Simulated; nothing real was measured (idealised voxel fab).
Title: Process Module voxel ribs on slabs
cross-section cut | 260 nm wide | cells 5 nm
When this document writes out a cross-section, it uses a grid of square cells and lists it as bands, beginning at the top and moving down, with a band standing for one or more rows of cells.
For a band, the entry starts with two heights in nm, that of the top and then that of the bottom, and carries on with the band's materials in order from left to right, each alongside its width in nm; the word "everywhere" beside a single material means it fills the band edge to edge, and "blank" means empty space.
Beneath 0, the wafer as received is one material, and that level is where height counting begins. The lowest band goes on downward without a bottom; it is written like "0 nm and below".
The width entry "30->40" should be interpreted row by row: the top row of cells in the band takes the first number, the bottom row takes the second number, and the change between adjacent rows is uniform throughout.
Basically "left unchanged" means that step didn't change any cell in the cross-section.
Under "Enclosed internal voids" you'll find the enclosed gaps, the ones with no way out to the top, that are 8 cells or bigger; each reads width x height at distance, with distance counted from the left edge, everything in nm.
What comes after the settings on a step's line is commentary from the simulator itself on that step.
What "overlay nm" on a step's line means: if the step has a mask, that mask lay this far to the right of its planned place, or, when the value is negative, to the left.
SET OUT BELOW ARE THE PLANNED STEPS OF THE PROCESS
1: op RECEIVE | material Si
2: op DIRECTIONAL_DEP | material SiO2 | thk nm 30
3: op DIRECTIONAL_DEP | material SiN | thk nm 15
4: op PATTERN | tone cover | mask id RIB | material resist | width nm 20 | thk nm 15 | overlay nm 0
5: op DIRECTIONAL_ETCH | etch materials SiN | depth nm 10
6: op STRIP | etch materials resist
7: op PATTERN | tone cover | mask id SLAB | material resist | width nm 50 | thk nm 20 | overlay nm 0
8: op DIRECTIONAL_ETCH | etch materials SiN | depth nm 5
9: op STRIP | etch materials resist
10: op FILL_DEP | material SiO2 | thk nm 20
11: op CMP | height nm 60
12: op DIRECTIONAL_DEP | material W | thk nm 5
13: op PATTERN | tone cover | mask id HEATER | material resist | width nm 30 | thk nm 20 | overlay nm 0
14: op DIRECTIONAL_ETCH | etch materials W | depth nm 5
15: op STRIP | etch materials resist
16: op CONFORMAL_DEP | material SiN | thk nm 10
RECEIVED-STATE CROSS-SECTION, REFLECTING COMPLETION OF STEP 1
    0 nm and below | Si everywhere
    Enclosed internal voids: none
WAFER CROSS-SECTION AT MODULE END: FIRST OF TWO, RUN TO PLAN
    75 nm to 70 nm | blank (105) | SiN (50) | blank (105)
    70 nm to 65 nm | SiN everywhere
    65 nm to 60 nm | SiN (115) | W (30) | SiN (115)
    60 nm to 45 nm | SiO2 everywhere
    45 nm to 35 nm | SiO2 (120) | SiN (20) | SiO2 (120)
    35 nm to 30 nm | SiO2 (105) | SiN (50) | SiO2 (105)
    30 nm to 0 nm | SiO2 everywhere
    0 nm and below | Si everywhere
    Enclosed internal voids: none
SO THIS IS WAFER NUMBER TWO OF THE TWO, CUT AT THE END OF THE MODULE - IT STARTED WHERE THE FIRST DID AND HAD THE SAME PLAN, WE JUST GOT ONE THING WRONG RUNNING IT
    75 nm to 70 nm | blank (105) | SiN (50) | blank (105)
    70 nm to 65 nm | SiN everywhere
    65 nm to 60 nm | SiN (115) | W (30) | SiN (115)
    60 nm to 15 nm | SiO2 everywhere
    15 nm to 0 nm | SiN everywhere
    0 nm and below | Si everywhere
    Enclosed internal voids: none
Plan not followed: steps 2 and 3 of the plan were each performed in the slot designated for the other
Wrapping up, a cell-based count of both wafers puts the second over or under the first for these materials: +138 SiN; -138 SiO2
